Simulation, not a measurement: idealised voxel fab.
A process module follows: voxel gate over fins.
The figure presents cross-section cut, which has a width of 210 nm and is divided into square cells with an edge length of 5 nm.
Format of a cross-section: grid, square cells. Given as bands. Order: top down. Band: one or more rows of cells.
Heads up on the band format: heights come first, top then bottom, in nm. After that it's the materials left to right, each with its width in nm. A single material flagged "edge to edge" fills the whole band edge to edge, and "air" means there's empty space there.
Heights are reckoned from 0. Under this level, the received wafer is all of one material. The bottommost band is open-ended downward, for example "0 and below".
Width "30 to 40": first value at the band's top row of cells, second value at its bottom row, equal change from row to row.
No cell of the cross-section changed in a step that is given as "nothing changed".
Heads up: "Closed void register" only lists the empty pockets with no open path to the top that are 8 cells or more, and it writes them as width x height at distance, distance from the left edge, in nm.
Text after the settings on a step's line: the simulator's own remark on that step.
overlay nm: for a step with a mask, the amount by which the mask lay right of where it was planned; a negative amount means left of it.

# Process steps foreseen in the plan
1,RECEIVE: material Si
2,CONFORMAL_DEP: material SiN, thk nm 5
3,DIRECTIONAL_DEP: material aC, thk nm 10
4,PATTERN: tone cover, mask id FINS, material resist, width nm 15, pitch nm 45, thk nm 30, overlay nm 0
5,DIRECTIONAL_ETCH: etch materials aC, depth nm 10
6,STRIP: etch materials resist
7,DIRECTIONAL_ETCH: etch materials SiN, depth nm 5
8,DIRECTIONAL_ETCH: etch materials Si, depth nm 35
9,STRIP: etch materials aC
10,OXIDIZE: depth nm 5
11,FILL_DEP: material SiO2, thk nm 15
12,CMP: height nm 5
13,SELECTIVE_ETCH: etch materials SiO2, depth nm 20
14,STRIP: etch materials SiN
15,CONFORMAL_DEP: material HfO2, thk nm 5
16,CONFORMAL_DEP: material TiN, thk nm 5
17,FILL_DEP: material W, thk nm 10
18,CMP: height nm 15
19,CONFORMAL_DEP: material SiN, thk nm 10

# What follows covers the first of two wafers; it ran as planned

# Cross-section: wafer on arrival = after step 1
- 0 and below: Si edge to edge
- Closed void register: none

# Step 2 done - wafer cross-section
- 5 down to 0: SiN edge to edge
- At heights below 0, the structure remains unaltered.

# Step 3 done - wafer cross-section
- 15 down to 5: aC edge to edge
- At heights below 5, the structure remains unaltered.

# Step 4 done - wafer cross-section
- 45 down to 15: air 50 nm | resist 15 nm | air 30 nm | resist 15 nm | air 30 nm | resist 15 nm | air 55 nm
- At heights below 15, the structure remains unaltered.

# Step 5 done - wafer cross-section
- 35 down to 15: air 50 nm | resist 15 nm | air 30 nm | resist 15 nm | air 30 nm | resist 15 nm | air 55 nm
- 15 down to 5: air 50 nm | aC 15 nm | air 30 nm | aC 15 nm | air 30 nm | aC 15 nm | air 55 nm
- At heights below 5, the structure remains unaltered.

# Step 6 done - wafer cross-section
- 15 down to 5: air 50 nm | aC 15 nm | air 30 nm | aC 15 nm | air 30 nm | aC 15 nm | air 55 nm
- At heights below 5, the structure remains unaltered.

# Step 7 done - wafer cross-section
- 15 down to 5: air 50 nm | aC 15 nm | air 30 nm | aC 15 nm | air 30 nm | aC 15 nm | air 55 nm
- 5 down to 0: air 50 nm | SiN 15 nm | air 30 nm | SiN 15 nm | air 30 nm | SiN 15 nm | air 55 nm
- At heights below 0, the structure remains unaltered.

# Step 8 done - wafer cross-section
- 15 down to 5: air 50 nm | aC 15 nm | air 30 nm | aC 15 nm | air 30 nm | aC 15 nm | air 55 nm
- 5 down to 0: air 50 nm | SiN 15 nm | air 30 nm | SiN 15 nm | air 30 nm | SiN 15 nm | air 55 nm
- 0 down to -35: air 50 nm | Si 15 nm | air 30 nm | Si 15 nm | air 30 nm | Si 15 nm | air 55 nm
- At heights below -35, the structure remains unaltered.

# Step 9 done - wafer cross-section
- 5 down to 0: air 50 nm | SiN 15 nm | air 30 nm | SiN 15 nm | air 30 nm | SiN 15 nm | air 55 nm
- At heights below 0, the structure remains unaltered.

# Step 10 done - wafer cross-section
- 5 down to 0: air 50 nm | SiN 15 nm | air 30 nm | SiN 15 nm | air 30 nm | SiN 15 nm | air 55 nm
- 0 down to -35: air 50 nm | SiO2 5 nm | Si 5 nm | SiO2 5 nm | air 30 nm | SiO2 5 nm | Si 5 nm | SiO2 5 nm | air 30 nm | SiO2 5 nm | Si 5 nm | SiO2 5 nm | air 55 nm
- -35 down to -40: SiO2 55 nm | Si 5 nm | SiO2 40 nm | Si 5 nm | SiO2 40 nm | Si 5 nm | SiO2 60 nm
- At heights below -40, the structure remains unaltered.

# Step 11 done - wafer cross-section
- 20 down to 5: SiO2 edge to edge
- 5 down to 0: SiO2 50 nm | SiN 15 nm | SiO2 30 nm | SiN 15 nm | SiO2 30 nm | SiN 15 nm | SiO2 55 nm
- 0 down to -40: SiO2 55 nm | Si 5 nm | SiO2 40 nm | Si 5 nm | SiO2 40 nm | Si 5 nm | SiO2 60 nm
- At heights below -40, the structure remains unaltered.

# Step 12 done - wafer cross-section
- 5 down to 0: SiO2 50 nm | SiN 15 nm | SiO2 30 nm | SiN 15 nm | SiO2 30 nm | SiN 15 nm | SiO2 55 nm
- At heights below 0, the structure remains unaltered.

# Step 13 done - wafer cross-section
- 5 down to 0: air 50 nm | SiN 15 nm | air 30 nm | SiN 15 nm | air 30 nm | SiN 15 nm | air 55 nm
- 0 down to -15: air 55 nm | Si 5 nm | air 40 nm | Si 5 nm | air 40 nm | Si 5 nm | air 60 nm
- At heights below -15, the structure remains unaltered.

# Step 14 done - wafer cross-section
- 0 down to -15: air 55 nm | Si 5 nm | air 40 nm | Si 5 nm | air 40 nm | Si 5 nm | air 60 nm
- At heights below -15, the structure remains unaltered.

# Step 15 done - wafer cross-section
- 5 down to 0: air 50 nm | HfO2 15 nm | air 30 nm | HfO2 15 nm | air 30 nm | HfO2 15 nm | air 55 nm
- 0 down to -10: air 50 nm | HfO2 5 nm | Si 5 nm | HfO2 5 nm | air 30 nm | HfO2 5 nm | Si 5 nm | HfO2 5 nm | air 30 nm | HfO2 5 nm | Si 5 nm | HfO2 5 nm | air 55 nm
- -10 down to -15: HfO2 55 nm | Si 5 nm | HfO2 40 nm | Si 5 nm | HfO2 40 nm | Si 5 nm | HfO2 60 nm
- At heights below -15, the structure remains unaltered.

# Step 16 done - wafer cross-section
- 10 down to 5: air 45 nm | TiN 25 nm | air 20 nm | TiN 25 nm | air 20 nm | TiN 25 nm | air 50 nm
- 5 down to 0: air 45 nm | TiN 5 nm | HfO2 15 nm | TiN 5 nm | air 20 nm | TiN 5 nm | HfO2 15 nm | TiN 5 nm | air 20 nm | TiN 5 nm | HfO2 15 nm | TiN 5 nm | air 50 nm
- 0 down to -5: air 45 nm | TiN 5 nm | HfO2 5 nm | Si 5 nm | HfO2 5 nm | TiN 5 nm | air 20 nm | TiN 5 nm | HfO2 5 nm | Si 5 nm | HfO2 5 nm | TiN 5 nm | air 20 nm | TiN 5 nm | HfO2 5 nm | Si 5 nm | HfO2 5 nm | TiN 5 nm | air 50 nm
- -5 down to -10: TiN 50 nm | HfO2 5 nm | Si 5 nm | HfO2 5 nm | TiN 30 nm | HfO2 5 nm | Si 5 nm | HfO2 5 nm | TiN 30 nm | HfO2 5 nm | Si 5 nm | HfO2 5 nm | TiN 55 nm
- At heights below -10, the structure remains unaltered.

# Step 17 done - wafer cross-section
- 20 down to 10: W edge to edge
- 10 down to 5: W 45 nm | TiN 25 nm | W 20 nm | TiN 25 nm | W 20 nm | TiN 25 nm | W 50 nm
- 5 down to 0: W 45 nm | TiN 5 nm | HfO2 15 nm | TiN 5 nm | W 20 nm | TiN 5 nm | HfO2 15 nm | TiN 5 nm | W 20 nm | TiN 5 nm | HfO2 15 nm | TiN 5 nm | W 50 nm
- 0 down to -5: W 45 nm | TiN 5 nm | HfO2 5 nm | Si 5 nm | HfO2 5 nm | TiN 5 nm | W 20 nm | TiN 5 nm | HfO2 5 nm | Si 5 nm | HfO2 5 nm | TiN 5 nm | W 20 nm | TiN 5 nm | HfO2 5 nm | Si 5 nm | HfO2 5 nm | TiN 5 nm | W 50 nm
- At heights below -5, the structure remains unaltered.

# Step 18 done - wafer cross-section
- 15 down to 10: W edge to edge
- At heights below 10, the structure remains unaltered.

# Step 19 done - wafer cross-section
- 25 down to 15: SiN edge to edge
- At heights below 15, the structure remains unaltered.

# Second wafer, same starting state and plan as the first, one mistake in the run, identical through step 12

# Second wafer at the planned finish of step 13, seen in cross-section
- 5 down to 0: air 50 nm | SiN 15 nm | air 30 nm | SiN 15 nm | air 30 nm | SiN 15 nm | air 55 nm
- 0 down to -35: air 55 nm | Si 5 nm | air 40 nm | Si 5 nm | air 40 nm | Si 5 nm | air 60 nm
- At heights below -35, the structure remains unaltered.

# Second wafer at the planned finish of step 14, seen in cross-section
- 0 down to -35: air 55 nm | Si 5 nm | air 40 nm | Si 5 nm | air 40 nm | Si 5 nm | air 60 nm
- At heights below -35, the structure remains unaltered.

# Second wafer at the planned finish of step 15, seen in cross-section
- 5 down to 0: air 50 nm | HfO2 15 nm | air 30 nm | HfO2 15 nm | air 30 nm | HfO2 15 nm | air 55 nm
- 0 down to -30: air 50 nm | HfO2 5 nm | Si 5 nm | HfO2 5 nm | air 30 nm | HfO2 5 nm | Si 5 nm | HfO2 5 nm | air 30 nm | HfO2 5 nm | Si 5 nm | HfO2 5 nm | air 55 nm
- -30 down to -35: HfO2 55 nm | Si 5 nm | HfO2 40 nm | Si 5 nm | HfO2 40 nm | Si 5 nm | HfO2 60 nm
- At heights below -35, the structure remains unaltered.

# Second wafer at the planned finish of step 16, seen in cross-section
- 10 down to 5: air 45 nm | TiN 25 nm | air 20 nm | TiN 25 nm | air 20 nm | TiN 25 nm | air 50 nm
- 5 down to 0: air 45 nm | TiN 5 nm | HfO2 15 nm | TiN 5 nm | air 20 nm | TiN 5 nm | HfO2 15 nm | TiN 5 nm | air 20 nm | TiN 5 nm | HfO2 15 nm | TiN 5 nm | air 50 nm
- 0 down to -25: air 45 nm | TiN 5 nm | HfO2 5 nm | Si 5 nm | HfO2 5 nm | TiN 5 nm | air 20 nm | TiN 5 nm | HfO2 5 nm | Si 5 nm | HfO2 5 nm | TiN 5 nm | air 20 nm | TiN 5 nm | HfO2 5 nm | Si 5 nm | HfO2 5 nm | TiN 5 nm | air 50 nm
- -25 down to -30: TiN 50 nm | HfO2 5 nm | Si 5 nm | HfO2 5 nm | TiN 30 nm | HfO2 5 nm | Si 5 nm | HfO2 5 nm | TiN 30 nm | HfO2 5 nm | Si 5 nm | HfO2 5 nm | TiN 55 nm
- At heights below -30, the structure remains unaltered.

# Second wafer at the planned finish of step 17, seen in cross-section
- 20 down to 10: W edge to edge
- 10 down to 5: W 45 nm | TiN 25 nm | W 20 nm | TiN 25 nm | W 20 nm | TiN 25 nm | W 50 nm
- 5 down to 0: W 45 nm | TiN 5 nm | HfO2 15 nm | TiN 5 nm | W 20 nm | TiN 5 nm | HfO2 15 nm | TiN 5 nm | W 20 nm | TiN 5 nm | HfO2 15 nm | TiN 5 nm | W 50 nm
- 0 down to -25: W 45 nm | TiN 5 nm | HfO2 5 nm | Si 5 nm | HfO2 5 nm | TiN 5 nm | W 20 nm | TiN 5 nm | HfO2 5 nm | Si 5 nm | HfO2 5 nm | TiN 5 nm | W 20 nm | TiN 5 nm | HfO2 5 nm | Si 5 nm | HfO2 5 nm | TiN 5 nm | W 50 nm
- At heights below -25, the structure remains unaltered.

# Second wafer at the planned finish of step 18, seen in cross-section
- 15 down to 10: W edge to edge
- At heights below 10, the structure remains unaltered.

# Second wafer at the planned finish of step 19, seen in cross-section
- 25 down to 15: SiN edge to edge
- At heights below 15, the structure remains unaltered.
Misprocessing identified: step 13 in the plan was executed twice
Counted in cells at the end, the second wafer holds more or fewer of these materials than the first: HfO2: 24 more | SiO2: 156 fewer | TiN: 24 more | W: 108 more
